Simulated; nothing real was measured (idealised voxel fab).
process module | voxel wiring stack
cross-section cut | 235 nm wide | cells 5 nm
A cross-section is a grid of square cells, given in bands from the top down. A band is one or more rows of cells.
Each band's line starts with the height of the band's top and of its bottom, in nm. Then come its materials from left to right, each with its width in nm. One material with "throughout" fills the band from edge to edge. "air" is empty space.
Height 0 is the level under which the wafer as received is all one material. The lowest band goes on downwards, as in "0 down".
A width such as "30 to 40" changes by the same amount from each row of cells to the next, from the band's top row to its bottom row.
"no change" after a step means that no cell of the cross-section changed.
closed voids: empty space of 8 cells or more with no open way to the top, each as width x height at its distance from the left edge, in nm
after a step's settings: what the simulator itself notes on the step
overlay nm, on a step with a mask: how far to the right of its planned place the mask lay; to the left if negative
plan
1 op RECEIVE | material Si
2 op CONFORMAL_DEP | material SiO2 | thk nm 10
3 op DIRECTIONAL_DEP | material TiN | thk nm 5
4 op DIRECTIONAL_DEP | material W | thk nm 15
5 op MASKED_ETCH | tone cover | mask id METAL_1 | width nm 20 | pitch nm 50 | etch materials W | depth nm 15 | overlay nm 0
6 op MASKED_ETCH | tone cover | mask id METAL_1 | width nm 20 | pitch nm 50 | etch materials TiN | depth nm 5 | overlay nm 0
7 op FILL_DEP | material SiO2 | thk nm 10
8 op CMP | height nm 30
9 op CONFORMAL_DEP | material SiCN | thk nm 5
10 op DIRECTIONAL_DEP | material lowk | thk nm 25
11 op MASKED_ETCH | tone open | mask id METAL_2 | width nm 20 | pitch nm 50 | etch materials lowk | depth nm 15 | overlay nm 0
12 op PATTERN | tone open | mask id METAL_2_HOLES | material resist | width nm 15 | pitch nm 50 | thk nm 15 | overlay nm 0
13 op DIRECTIONAL_ETCH | etch materials lowk | depth nm 10
14 op DIRECTIONAL_ETCH | etch materials SiCN | depth nm 5
15 op STRIP | etch materials resist
16 op CONFORMAL_DEP | material TiN | thk nm 5
17 op FILL_DEP | material Ru | thk nm 5
18 op CMP | height nm 60
19 op CONFORMAL_DEP | material SiCN | thk nm 5
20 op DIRECTIONAL_DEP | material SiO2 | thk nm 20
21 op MASKED_ETCH | tone open | mask id PLUG_2 | width nm 15 | pitch nm 100 | etch materials SiO2 | depth nm 20 | overlay nm 0
22 op MASKED_ETCH | tone open | mask id PLUG_2 | width nm 15 | pitch nm 100 | etch materials SiCN | depth nm 5 | overlay nm 0
23 op CONFORMAL_DEP | material TiN | thk nm 5
24 op FILL_DEP | material Cu | thk nm 5
25 op CMP | height nm 85
26 op CONFORMAL_DEP | material SiN | thk nm 5
27 op DIRECTIONAL_DEP | material lowk | thk nm 20
28 op DIRECTIONAL_DEP | material aC | thk nm 10
29 op PATTERN | tone open | mask id METAL_3 | material resist | width nm 20 | pitch nm 50 | thk nm 30 | overlay nm 0
30 op DIRECTIONAL_ETCH | etch materials aC | depth nm 10
31 op STRIP | etch materials resist
32 op DIRECTIONAL_ETCH | etch materials lowk | depth nm 20
33 op DIRECTIONAL_ETCH | etch materials SiN | depth nm 5
34 op STRIP | etch materials aC
35 op CONFORMAL_DEP | material TiN | thk nm 5
36 op FILL_DEP | material Cu | thk nm 5
37 op CMP | height nm 110
38 op EPI | material Ru | thk nm 5
39 op FILL_DEP | material SiCN | thk nm 5
as received, after step 1
  0 down: Si throughout
  closed voids: none
a wafer at the end: this start, this plan, one mistake
  120 to 115: SiCN throughout
  115 to 110: SiCN 25 | Ru 30 | SiCN 20 | Ru 30 | SiCN 20 | Ru 30 | SiCN 20 | Ru 30 | SiCN 30
  110 to 90: lowk 30 | TiN 5 | Cu 10 | TiN 5 | lowk 30 | TiN 5 | Cu 10 | TiN 5 | lowk 30 | TiN 5 | Cu 10 | TiN 5 | lowk 30 | TiN 5 | Cu 10 | TiN 5 | lowk 35
  90 to 85: SiN 30 | TiN 20 | SiN 30 | TiN 20 | SiN 30 | TiN 20 | SiN 30 | TiN 20 | SiN 35
  85 to 65: SiO2 30 | TiN 5 | Cu 5 | TiN 5 | SiO2 85 | TiN 5 | Cu 5 | TiN 5 | SiO2 90
  65 to 60: SiCN 30 | TiN 15 | SiCN 85 | TiN 15 | SiCN 90
  60 to 55: Ru throughout
  55 to 50: TiN 35 | Ru 10 | TiN 40 | Ru 10 | TiN 40 | Ru 10 | TiN 40 | Ru 10 | TiN 40
  50 to 35: lowk 30 | TiN 5 | Ru 10 | TiN 5 | lowk 30 | TiN 5 | Ru 10 | TiN 5 | lowk 30 | TiN 5 | Ru 10 | TiN 5 | lowk 30 | TiN 5 | Ru 10 | TiN 5 | lowk 35
  35 to 30: SiCN 30 | TiN 20 | SiCN 30 | TiN 20 | SiCN 30 | TiN 20 | SiCN 30 | TiN 20 | SiCN 35
  30 to 15: SiO2 30 | W 20 | SiO2 30 | W 20 | SiO2 30 | W 20 | SiO2 30 | W 20 | SiO2 35
  15 to 10: SiO2 30 | TiN 20 | SiO2 30 | TiN 20 | SiO2 30 | TiN 20 | SiO2 30 | TiN 20 | SiO2 35
  10 to 0: SiO2 throughout
  0 down: Si throughout
  closed voids: none
what went wrong: step 12 was left out
